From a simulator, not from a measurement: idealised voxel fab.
You're looking at the process module voxel self aligned contacts.
Cross-sectional view cut (width: 285 nm; square cell size: 5 nm).
Bands, listed from the top down, are how a cross-section gets written in this document; the cross-section itself is a grid of square cells, and a band is one or more rows of them.
Within each band entry, the heights of the top and of the bottom of the band appear first, in that order and in nm; the materials of the band then follow from left to right, each with its corresponding width in nm. The designation "all across" on a single material indicates that it fills the band from edge to edge; the designation "air" indicates empty space.
Ref level 0: as-received wafer is one material below here. Bottom band extends down with no lower bound ("0..down").
The expression "30..40" gives the width at the extremes of the band, the first number at its top row of cells and the second at its bottom row, with the width changing by equal amounts from each row to the next in between.
When a step is marked "no modifications", none of the cells in the cross-section changed during that step.
In the "Enclosed cavities" entry, you get each enclosed empty space of 8 cells or more, one with no open way to the top, written width x height at distance, distance from the left edge, in nm.
What comes after the settings on a step's line is commentary from the simulator itself on that step.
"overlay nm" denotes, for a step that has a mask, the displacement of the mask to the right of its planned place, with negative values corresponding to the left.

The following list gives the planned process steps
| 1 | RECEIVE, material Si |
| 2 | OXIDIZE, depth nm 5 |
| 3 | DIRECTIONAL_DEP, material polySi, thk nm 25 |
| 4 | DIRECTIONAL_DEP, material SiN, thk nm 15 |
| 5 | DIRECTIONAL_DEP, material aC, thk nm 15 |
| 6 | PATTERN, tone cover, mask id GATE, material resist, width nm 25, pitch nm 55, thk nm 30, overlay nm 0 |
| 7 | DIRECTIONAL_ETCH, etch materials aC, depth nm 15 |
| 8 | STRIP, etch materials resist |
| 9 | DIRECTIONAL_ETCH, etch materials SiN, depth nm 15 |
| 10 | DIRECTIONAL_ETCH, etch materials polySi, depth nm 25 |
| 11 | STRIP, etch materials aC |
| 12 | CONFORMAL_DEP, material SiN, thk nm 5 |
| 13 | DIRECTIONAL_ETCH, etch materials SiN, depth nm 5 |
| 14 | FILL_DEP, material SiO2, thk nm 10 |
| 15 | CMP, height nm 45 |
| 16 | MASKED_ETCH, tone open, mask id CONTACT, width nm 40, pitch nm 55, etch materials SiO2, depth nm 50, overlay nm 0 |
| 17 | CONFORMAL_DEP, material TiN, thk nm 5 |
| 18 | FILL_DEP, material W, thk nm 5 |
| 19 | CMP, height nm 45 |
| 20 | CONFORMAL_DEP, material SiN, thk nm 5 |

Cross-section of the wafer as it came to us, i.e., already through step 1
* 0..down: Si all across
* Enclosed cavities: none

Cross-sectional result after module completion. Note: starting condition and plan are unchanged from above; one processing mistake was made
* 50..45: SiN all across
* 45..40: 105 SiO2 | 5 TiN | 10 W | 25 TiN | 15 SiO2 | 5 TiN | 10 W | 25 TiN | 85 SiO2
* 40..25: 70 SiO2 | 35 SiN | 5 TiN | 10 W | 5 TiN | 35 SiN | 5 TiN | 10 W | 5 TiN | 35 SiN | 70 SiO2
* 25..0: 70 SiO2 | 5 SiN | 25 polySi | 5 SiN | 5 TiN | 10 W | 5 TiN | 5 SiN | 25 polySi | 5 SiN | 5 TiN | 10 W | 5 TiN | 5 SiN | 25 polySi | 5 SiN | 70 SiO2
* 0..-5: 105 SiO2 | 20 TiN | 35 SiO2 | 20 TiN | 105 SiO2
* -5..down: Si all across
* Enclosed cavities: none
Diagnosis: in deviation from the planned setting, step 16 was conducted as MASKED_ETCH, tone open, mask id CONTACT, width nm 40, pitch nm 55, etch materials SiO2, depth nm 50, overlay nm 10
